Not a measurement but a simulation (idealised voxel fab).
voxel capacitor over wiring: a process module
Square cell edge 5 nm, section width 215 nm, ID cut.
In this document a cross-section is written as a grid of square cells. It is given as a series of bands, listed from the top down, and a band is one or more rows of cells. Read a band's entry like this: the first values are the height of its top and the height of its bottom in nm, and what follows is the sequence of materials from left to right, each with its width in nm. Note that "empty" is empty space, and that a single material marked "throughout" reaches across the band from edge to edge. Ref level 0: as-received wafer is one material below here. Bottom band extends down with no lower bound ("z 0 and below"). So if you see something like "30..40" for the width, read it as the top row of the band sitting at the first number and the bottom row at the second, with every row in between moving by the same amount as the last. "same as before" for a step: no cell of the cross-section changed in that step. "Closed cavity list": sealed empty spaces, 8 cells or more, no open way to top, listed width x height at distance, with distance from the left edge and width, height and distance in nm. Formally, on a step line, whatever follows the settings is a remark that the simulator itself makes on the step. overlay nm: mask offset rightward from planned place, masked step; negative means leftward offset.
List of planned process steps
step 1: op RECEIVE | material Si
step 2: op CONFORMAL_DEP | material SiO2 | thk nm 15
step 3: op DIRECTIONAL_DEP | material TiN | thk nm 5
step 4: op DIRECTIONAL_DEP | material Ru | thk nm 25
step 5: op PATTERN | tone cover | mask id METAL_1 | material resist | width nm 20 | pitch nm 80 | thk nm 15 | overlay nm 0
step 6: op DIRECTIONAL_ETCH | etch materials Ru | depth nm 25
step 7: op DIRECTIONAL_ETCH | etch materials TiN | depth nm 5
step 8: op STRIP | etch materials resist
step 9: op FILL_DEP | material SiO2 | thk nm 5
step 10: op CMP | height nm 45
step 11: op CONFORMAL_DEP | material SiCN | thk nm 5
step 12: op DIRECTIONAL_DEP | material SiO2 | thk nm 10
step 13: op PATTERN | tone open | mask id PLUG_1 | material resist | width nm 15 | thk nm 15 | overlay nm 0
step 14: op DIRECTIONAL_ETCH | etch materials SiO2 | depth nm 10
step 15: op DIRECTIONAL_ETCH | etch materials SiCN | depth nm 5
step 16: op STRIP | etch materials resist
step 17: op EPI | material Ru | thk nm 10
step 18: op EPI | material Ru | thk nm 5
step 19: op DIRECTIONAL_DEP | material TiN | thk nm 10
step 20: op DIRECTIONAL_DEP | material Al2O3 | thk nm 5
step 21: op DIRECTIONAL_DEP | material TiN | thk nm 5
step 22: op DIRECTIONAL_DEP | material aC | thk nm 15
step 23: op PATTERN | tone cover | mask id UPPER_PLATE | material resist | width nm 65 | thk nm 30 | overlay nm 0
step 24: op DIRECTIONAL_ETCH | etch materials aC | depth nm 15
step 25: op STRIP | etch materials resist
step 26: op DIRECTIONAL_ETCH | etch materials TiN | depth nm 5
step 27: op DIRECTIONAL_ETCH | etch materials Al2O3 | depth nm 5
step 28: op STRIP | etch materials aC
step 29: op PATTERN | tone cover | mask id LOWER_PLATE | material resist | width nm 75 | thk nm 20 | overlay nm 0
step 30: op DIRECTIONAL_ETCH | etch materials TiN | depth nm 10
step 31: op STRIP | etch materials resist
step 32: op FILL_DEP | material SiO2 | thk nm 15
step 33: op CMP | height nm 90
step 34: op PATTERN | tone open | mask id PLUG_2 | material resist | width nm 15 | thk nm 15 | overlay nm 0
step 35: op DIRECTIONAL_ETCH | etch materials SiO2 | depth nm 10
step 36: op STRIP | etch materials resist
step 37: op CONFORMAL_DEP | material TiN | thk nm 5
step 38: op FILL_DEP | material W | thk nm 10
step 39: op CMP | height nm 90
step 40: op CONFORMAL_DEP | material SiCN | thk nm 5
First wafer, two in total, run as planned
As received, after step 1
- z 0 and below: Si throughout
- Closed cavity list: none
The wafer in cross-section once step 2 is complete
- z 15 to 0: SiO2 throughout
- Lower than 0, everything is as it was.
The wafer in cross-section once step 3 is complete
- z 20 to 15: TiN throughout
- Lower than 15, everything is as it was.
The wafer in cross-section once step 4 is complete
- z 45 to 20: Ru throughout
- Lower than 20, everything is as it was.
The wafer in cross-section once step 5 is complete
- z 60 to 45: empty=55; resist=20; empty=60; resist=20; empty=60
- Lower than 45, everything is as it was.
The wafer in cross-section once step 6 is complete
- z 60 to 45: empty=55; resist=20; empty=60; resist=20; empty=60
- z 45 to 20: empty=55; Ru=20; empty=60; Ru=20; empty=60
- Lower than 20, everything is as it was.
The wafer in cross-section once step 7 is complete
- z 60 to 45: empty=55; resist=20; empty=60; resist=20; empty=60
- z 45 to 20: empty=55; Ru=20; empty=60; Ru=20; empty=60
- z 20 to 15: empty=55; TiN=20; empty=60; TiN=20; empty=60
- Lower than 15, everything is as it was.
The wafer in cross-section once step 8 is complete
- z 45 to 20: empty=55; Ru=20; empty=60; Ru=20; empty=60
- Lower than 20, everything is as it was.
The wafer in cross-section once step 9 is complete
- z 50 to 45: SiO2 throughout
- z 45 to 20: SiO2=55; Ru=20; SiO2=60; Ru=20; SiO2=60
- z 20 to 15: SiO2=55; TiN=20; SiO2=60; TiN=20; SiO2=60
- Lower than 15, everything is as it was.
The wafer in cross-section once step 10 is complete
- z 45 to 20: SiO2=55; Ru=20; SiO2=60; Ru=20; SiO2=60
- Lower than 20, everything is as it was.
The wafer in cross-section once step 11 is complete
- z 50 to 45: SiCN throughout
- Lower than 45, everything is as it was.
The wafer in cross-section once step 12 is complete
- z 60 to 50: SiO2 throughout
- Lower than 50, everything is as it was.
The wafer in cross-section once step 13 is complete
- z 75 to 60: resist=60; empty=15; resist=140
- Lower than 60, everything is as it was.
The wafer in cross-section once step 14 is complete
- z 75 to 60: resist=60; empty=15; resist=140
- z 60 to 50: SiO2=60; empty=15; SiO2=140
- Lower than 50, everything is as it was.
The wafer in cross-section once step 15 is complete
- z 75 to 60: resist=60; empty=15; resist=140
- z 60 to 50: SiO2=60; empty=15; SiO2=140
- z 50 to 45: SiCN=60; empty=15; SiCN=140
- Lower than 45, everything is as it was.
The wafer in cross-section once step 16 is complete
- z 60 to 50: SiO2=60; empty=15; SiO2=140
- Lower than 50, everything is as it was.
The wafer in cross-section once step 17 is complete
- z 60 to 55: SiO2=60; empty=15; SiO2=140
- z 55 to 50: SiO2=60; Ru=15; SiO2=140
- z 50 to 45: SiCN=60; Ru=15; SiCN=140
- Lower than 45, everything is as it was.
The wafer in cross-section once step 18 is complete
- z 60 to 50: SiO2=60; Ru=15; SiO2=140
- Lower than 50, everything is as it was.
The wafer in cross-section once step 19 is complete
- z 70 to 60: TiN throughout
- Lower than 60, everything is as it was.
The wafer in cross-section once step 20 is complete
- z 75 to 70: Al2O3 throughout
- Lower than 70, everything is as it was.
The wafer in cross-section once step 21 is complete
- z 80 to 75: TiN throughout
- Lower than 75, everything is as it was.
The wafer in cross-section once step 22 is complete
- z 95 to 80: aC throughout
- Lower than 80, everything is as it was.
The wafer in cross-section once step 23 is complete
- z 125 to 95: empty=60; resist=65; empty=90
- Lower than 95, everything is as it was.
The wafer in cross-section once step 24 is complete
- z 110 to 95: empty=60; resist=65; empty=90
- z 95 to 80: empty=60; aC=65; empty=90
- Lower than 80, everything is as it was.
The wafer in cross-section once step 25 is complete
- z 95 to 80: empty=60; aC=65; empty=90
- Lower than 80, everything is as it was.
The wafer in cross-section once step 26 is complete
- z 95 to 80: empty=60; aC=65; empty=90
- z 80 to 75: empty=60; TiN=65; empty=90
- Lower than 75, everything is as it was.
The wafer in cross-section once step 27 is complete
- z 95 to 80: empty=60; aC=65; empty=90
- z 80 to 75: empty=60; TiN=65; empty=90
- z 75 to 70: empty=60; Al2O3=65; empty=90
- Lower than 70, everything is as it was.
The wafer in cross-section once step 28 is complete
- z 80 to 75: empty=60; TiN=65; empty=90
- Lower than 75, everything is as it was.
The wafer in cross-section once step 29 is complete
- z 100 to 80: empty=55; resist=75; empty=85
- z 80 to 75: empty=55; resist=5; TiN=65; resist=5; empty=85
- z 75 to 70: empty=55; resist=5; Al2O3=65; resist=5; empty=85
- Lower than 70, everything is as it was.
The wafer in cross-section once step 30 is complete
- z 100 to 80: empty=55; resist=75; empty=85
- z 80 to 75: empty=55; resist=5; TiN=65; resist=5; empty=85
- z 75 to 70: empty=55; resist=5; Al2O3=65; resist=5; empty=85
- z 70 to 60: empty=55; TiN=75; empty=85
- Lower than 60, everything is as it was.
The wafer in cross-section once step 31 is complete
- z 80 to 75: empty=60; TiN=65; empty=90
- z 75 to 70: empty=60; Al2O3=65; empty=90
- Lower than 70, everything is as it was.
The wafer in cross-section once step 32 is complete
- z 95 to 80: SiO2 throughout
- z 80 to 75: SiO2=60; TiN=65; SiO2=90
- z 75 to 70: SiO2=60; Al2O3=65; SiO2=90
- z 70 to 60: SiO2=55; TiN=75; SiO2=85
- Lower than 60, everything is as it was.
The wafer in cross-section once step 33 is complete
- z 90 to 80: SiO2 throughout
- Lower than 80, everything is as it was.
The wafer in cross-section once step 34 is complete
- z 105 to 90: resist=70; empty=15; resist=130
- Lower than 90, everything is as it was.
The wafer in cross-section once step 35 is complete
- z 105 to 90: resist=70; empty=15; resist=130
- z 90 to 80: SiO2=70; empty=15; SiO2=130
- Lower than 80, everything is as it was.
The wafer in cross-section once step 36 is complete
- z 90 to 80: SiO2=70; empty=15; SiO2=130
- Lower than 80, everything is as it was.
The wafer in cross-section once step 37 is complete
- z 95 to 90: TiN=75; empty=5; TiN=135
- z 90 to 85: SiO2=70; TiN=5; empty=5; TiN=5; SiO2=130
- z 85 to 75: SiO2=70..60; TiN=15..65; SiO2=130..90
- Lower than 75, everything is as it was.
The wafer in cross-section once step 38 is complete
- z 105 to 95: W throughout
- z 95 to 90: TiN=75; W=5; TiN=135
- z 90 to 85: SiO2=70; TiN=5; W=5; TiN=5; SiO2=130
- Lower than 85, everything is as it was.
The wafer in cross-section once step 39 is complete
- z 90 to 85: SiO2=70; TiN=5; W=5; TiN=5; SiO2=130
- Lower than 85, everything is as it was.
The wafer in cross-section once step 40 is complete
- z 95 to 90: SiCN throughout
- Lower than 90, everything is as it was.
Second Wafer (Identical Start and Plan, One Processing Error; Matches First Wafer Through Step 2)
At the planned end of step 3, the second wafer in cross-section: same as before
At the planned end of step 4, the second wafer in cross-section
- z 40 to 15: Ru throughout
- Lower than 15, everything is as it was.
At the planned end of step 5, the second wafer in cross-section
- z 55 to 40: empty=55; resist=20; empty=60; resist=20; empty=60
- Lower than 40, everything is as it was.
At the planned end of step 6, the second wafer in cross-section
- z 55 to 40: empty=55; resist=20; empty=60; resist=20; empty=60
- z 40 to 15: empty=55; Ru=20; empty=60; Ru=20; empty=60
- Lower than 15, everything is as it was.
At the planned end of step 7, the second wafer in cross-section: same as before
At the planned end of step 8, the second wafer in cross-section
- z 40 to 15: empty=55; Ru=20; empty=60; Ru=20; empty=60
- Lower than 15, everything is as it was.
At the planned end of step 9, the second wafer in cross-section
- z 45 to 40: SiO2 throughout
- z 40 to 15: SiO2=55; Ru=20; SiO2=60; Ru=20; SiO2=60
- Lower than 15, everything is as it was.
At the planned end of step 10, the second wafer in cross-section: same as before
At the planned end of step 11, the second wafer in cross-section
- z 50 to 45: SiCN throughout
- Lower than 45, everything is as it was.
At the planned end of step 12, the second wafer in cross-section
- z 60 to 50: SiO2 throughout
- Lower than 50, everything is as it was.
At the planned end of step 13, the second wafer in cross-section
- z 75 to 60: resist=60; empty=15; resist=140
- Lower than 60, everything is as it was.
At the planned end of step 14, the second wafer in cross-section
- z 75 to 60: resist=60; empty=15; resist=140
- z 60 to 50: SiO2=60; empty=15; SiO2=140
- Lower than 50, everything is as it was.
At the planned end of step 15, the second wafer in cross-section
- z 75 to 60: resist=60; empty=15; resist=140
- z 60 to 50: SiO2=60; empty=15; SiO2=140
- z 50 to 45: SiCN=60; empty=15; SiCN=140
- Lower than 45, everything is as it was.
At the planned end of step 16, the second wafer in cross-section
- z 60 to 50: SiO2=60; empty=15; SiO2=140
- Lower than 50, everything is as it was.
At the planned end of step 17, the second wafer in cross-section: same as before
At the planned end of step 18, the second wafer in cross-section: same as before
At the planned end of step 19, the second wafer in cross-section
- z 70 to 60: TiN=60; empty=15; TiN=140
- z 60 to 55: SiO2=60; empty=15; SiO2=140
- z 55 to 50: SiO2=60; TiN=15; SiO2=140
- z 50 to 45: SiCN=60; TiN=15; SiCN=140
- Lower than 45, everything is as it was.
At the planned end of step 20, the second wafer in cross-section
- z 75 to 70: Al2O3=60; empty=15; Al2O3=140
- z 70 to 60: TiN=60; empty=15; TiN=140
- z 60 to 55: SiO2=60; Al2O3=15; SiO2=140
- Lower than 55, everything is as it was.
At the planned end of step 21, the second wafer in cross-section
- z 80 to 75: TiN=60; empty=15; TiN=140
- z 75 to 70: Al2O3=60; empty=15; Al2O3=140
- z 70 to 65: TiN=60; empty=15; TiN=140
- z 65 to 60: TiN throughout
- Lower than 60, everything is as it was.
At the planned end of step 22, the second wafer in cross-section
- z 95 to 80: aC=60; empty=15; aC=140
- z 80 to 75: TiN=60; aC=15; TiN=140
- z 75 to 70: Al2O3=60; aC=15; Al2O3=140
- z 70 to 65: TiN=60; aC=15; TiN=140
- Lower than 65, everything is as it was.
At the planned end of step 23, the second wafer in cross-section
- z 125 to 95: empty=60; resist=65; empty=90
- z 95 to 80: aC=60; resist=15; aC=140
- Lower than 80, everything is as it was.
At the planned end of step 24, the second wafer in cross-section
- z 110 to 95: empty=60; resist=65; empty=90
- z 95 to 80: empty=60; resist=15; aC=50; empty=90
- Lower than 80, everything is as it was.
At the planned end of step 25, the second wafer in cross-section
- z 95 to 80: empty=75; aC=50; empty=90
- Lower than 80, everything is as it was.
At the planned end of step 26, the second wafer in cross-section
- z 95 to 80: empty=75; aC=50; empty=90
- z 80 to 75: empty=60; aC=15; TiN=50; empty=90
- Lower than 75, everything is as it was.
At the planned end of step 27, the second wafer in cross-section
- z 95 to 80: empty=75; aC=50; empty=90
- z 80 to 75: empty=60; aC=15; TiN=50; empty=90
- z 75 to 70: empty=60; aC=15; Al2O3=50; empty=90
- Lower than 70, everything is as it was.
At the planned end of step 28, the second wafer in cross-section
- z 80 to 75: empty=75; TiN=50; empty=90
- z 75 to 70: empty=75; Al2O3=50; empty=90
- z 70 to 65: TiN=60; empty=15; TiN=140
- Lower than 65, everything is as it was.
At the planned end of step 29, the second wafer in cross-section
- z 100 to 80: empty=55; resist=75; empty=85
- z 80 to 75: empty=55; resist=20; TiN=50; resist=5; empty=85
- z 75 to 70: empty=55; resist=20; Al2O3=50; resist=5; empty=85
- z 70 to 65: TiN=60; resist=15; TiN=140
- Lower than 65, everything is as it was.
At the planned end of step 30, the second wafer in cross-section
- z 100 to 80: empty=55; resist=75; empty=85
- z 80 to 75: empty=55; resist=20; TiN=50; resist=5; empty=85
- z 75 to 70: empty=55; resist=20; Al2O3=50; resist=5; empty=85
- z 70 to 65: empty=55; TiN=5; resist=15; TiN=55; empty=85
- z 65 to 60: empty=55; TiN=75; empty=85
- Lower than 60, everything is as it was.
At the planned end of step 31, the second wafer in cross-section
- z 80 to 75: empty=75; TiN=50; empty=90
- z 75 to 70: empty=75; Al2O3=50; empty=90
- z 70 to 65: empty=55; TiN=5; empty=15; TiN=55; empty=85
- Lower than 65, everything is as it was.
At the planned end of step 32, the second wafer in cross-section
- z 95 to 80: SiO2 throughout
- z 80 to 75: SiO2=75; TiN=50; SiO2=90
- z 75 to 70: SiO2=75; Al2O3=50; SiO2=90
- z 70 to 65: SiO2=55; TiN=5; SiO2=15; TiN=55; SiO2=85
- z 65 to 60: SiO2=55; TiN=75; SiO2=85
- Lower than 60, everything is as it was.
At the planned end of step 33, the second wafer in cross-section
- z 90 to 80: SiO2 throughout
- Lower than 80, everything is as it was.
At the planned end of step 34, the second wafer in cross-section
- z 105 to 90: resist=70; empty=15; resist=130
- Lower than 90, everything is as it was.
At the planned end of step 35, the second wafer in cross-section
- z 105 to 90: resist=70; empty=15; resist=130
- z 90 to 80: SiO2=70; empty=15; SiO2=130
- Lower than 80, everything is as it was.
At the planned end of step 36, the second wafer in cross-section
- z 90 to 80: SiO2=70; empty=15; SiO2=130
- Lower than 80, everything is as it was.
At the planned end of step 37, the second wafer in cross-section
- z 95 to 90: TiN=75; empty=5; TiN=135
- z 90 to 85: SiO2=70; TiN=5; empty=5; TiN=5; SiO2=130
- z 85 to 75: SiO2=70..75; TiN=15..50; SiO2=130..90
- Lower than 75, everything is as it was.
At the planned end of step 38, the second wafer in cross-section
- z 105 to 95: W throughout
- z 95 to 90: TiN=75; W=5; TiN=135
- z 90 to 85: SiO2=70; TiN=5; W=5; TiN=5; SiO2=130
- Lower than 85, everything is as it was.
At the planned end of step 39, the second wafer in cross-section
- z 90 to 85: SiO2=70; TiN=5; W=5; TiN=5; SiO2=130
- Lower than 85, everything is as it was.
At the planned end of step 40, the second wafer in cross-section
- z 95 to 90: SiCN throughout
- Lower than 90, everything is as it was.
What went wrong in running the wafer? with respect to the plan, step 3 was omitted and not executed
Counted in cells at the end, the second wafer holds more or fewer of these materials than the first: Ru: 9 fewer, SiO2: 17 more, TiN: 8 fewer
